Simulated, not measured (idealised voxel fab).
Proc. module: voxel self aligned contacts
Cross-section cut: width 235 nm, square cells of 5 nm.
Heads up, the way a cross-section reads in here is a grid of square cells, handed over as bands from the top down, with every band being one or more rows of cells.
Basically the band line says how high the top is and how high the bottom is, in nm, and then what's in it from left to right, every material with its width in nm. Empty space shows up as "blank", and if a single material carries "throughout" it runs the full band edge to edge.
Heads up on the height convention: 0 is the point under which the incoming wafer is all one material, and the lowest band has no bottom, it just keeps going down, like "z 0 and below".
Note: "30->40" means the width goes from the first number (top row of the band) to the second number (bottom row) in equal steps per row of cells.
"changes: none" after a step means that no cell of the cross-section changed.
Entry "Voids, sealed". Content: empty spaces with no open connection to the top, size 8 cells or greater. Each: width x height at distance. Distance: from left edge. Unit: nm.
Whatever follows a step's settings on its line is a remark the simulator itself makes about that step.
overlay nm: how far to the right of its planned place the mask lay on this masked step (negative: to the left).

THE PLANNED PROCESS STEPS ARE ENUMERATED HEREUNDER
| 1 | RECEIVE | material Si |
| 2 | CONFORMAL_DEP | material SiO2 | thk nm 5 |
| 3 | DIRECTIONAL_DEP | material polySi | thk nm 25 |
| 4 | DIRECTIONAL_DEP | material SiN | thk nm 20 |
| 5 | PATTERN | tone cover | mask id GATE | material resist | width nm 25 | pitch nm 55 | thk nm 15 | overlay nm 0 |
| 6 | DIRECTIONAL_ETCH | etch materials SiN | depth nm 20 |
| 7 | DIRECTIONAL_ETCH | etch materials polySi | depth nm 25 |
| 8 | STRIP | etch materials resist |
| 9 | CONFORMAL_DEP | material SiN | thk nm 5 |
| 10 | DIRECTIONAL_ETCH | etch materials SiN | depth nm 5 |
| 11 | FILL_DEP | material SiO2 | thk nm 15 |
| 12 | CMP | height nm 55 |
| 13 | PATTERN | tone open | mask id CONTACT | material resist | width nm 40 | pitch nm 55 | thk nm 20 | overlay nm 0 |
| 14 | DIRECTIONAL_ETCH | etch materials SiO2 | depth nm 55 |
| 15 | STRIP | etch materials resist |
| 16 | CONFORMAL_DEP | material TiN | thk nm 5 |
| 17 | FILL_DEP | material W | thk nm 10 |
| 18 | CMP | height nm 55 |
| 19 | CONFORMAL_DEP | material SiN | thk nm 5 |

WAFER AS RECEIVED: CROSS-SECTION FOLLOWING STEP 1
> z 0 and below: Si throughout
> Voids, sealed: none

WHAT THE WAFER LOOKS LIKE IN CROSS-SECTION AFTER THIS MODULE, WHEN IT STARTS AS SHOWN ABOVE AND FOLLOWS THE PLAN ABOVE BUT ONE MISTAKE IS MADE IN RUNNING IT
> z 60 to 55: SiN throughout
> z 55 to 50: W 40 nm | TiN 30 nm | SiO2 40 nm | TiN 15 nm | SiO2 40 nm | TiN 30 nm | W 40 nm
> z 50 to 30: W 40 nm | TiN 5 nm | SiN 35 nm | SiO2 20 nm | SiN 35 nm | SiO2 20 nm | SiN 35 nm | TiN 5 nm | W 40 nm
> z 30 to 5: W 40 nm | TiN 5 nm | SiN 5 nm | polySi 25 nm | SiN 5 nm | SiO2 20 nm | SiN 5 nm | polySi 25 nm | SiN 5 nm | SiO2 20 nm | SiN 5 nm | polySi 25 nm | SiN 5 nm | TiN 5 nm | W 40 nm
> z 5 to 0: TiN 45 nm | SiO2 145 nm | TiN 45 nm
> z 0 and below: Si throughout
> Voids, sealed: none
Run error: so step 13 ended up running with a different setting than we planned, it ran as PATTERN | tone cover | mask id CONTACT | material resist | width nm 40 | pitch nm 55 | thk nm 20 | overlay nm 0
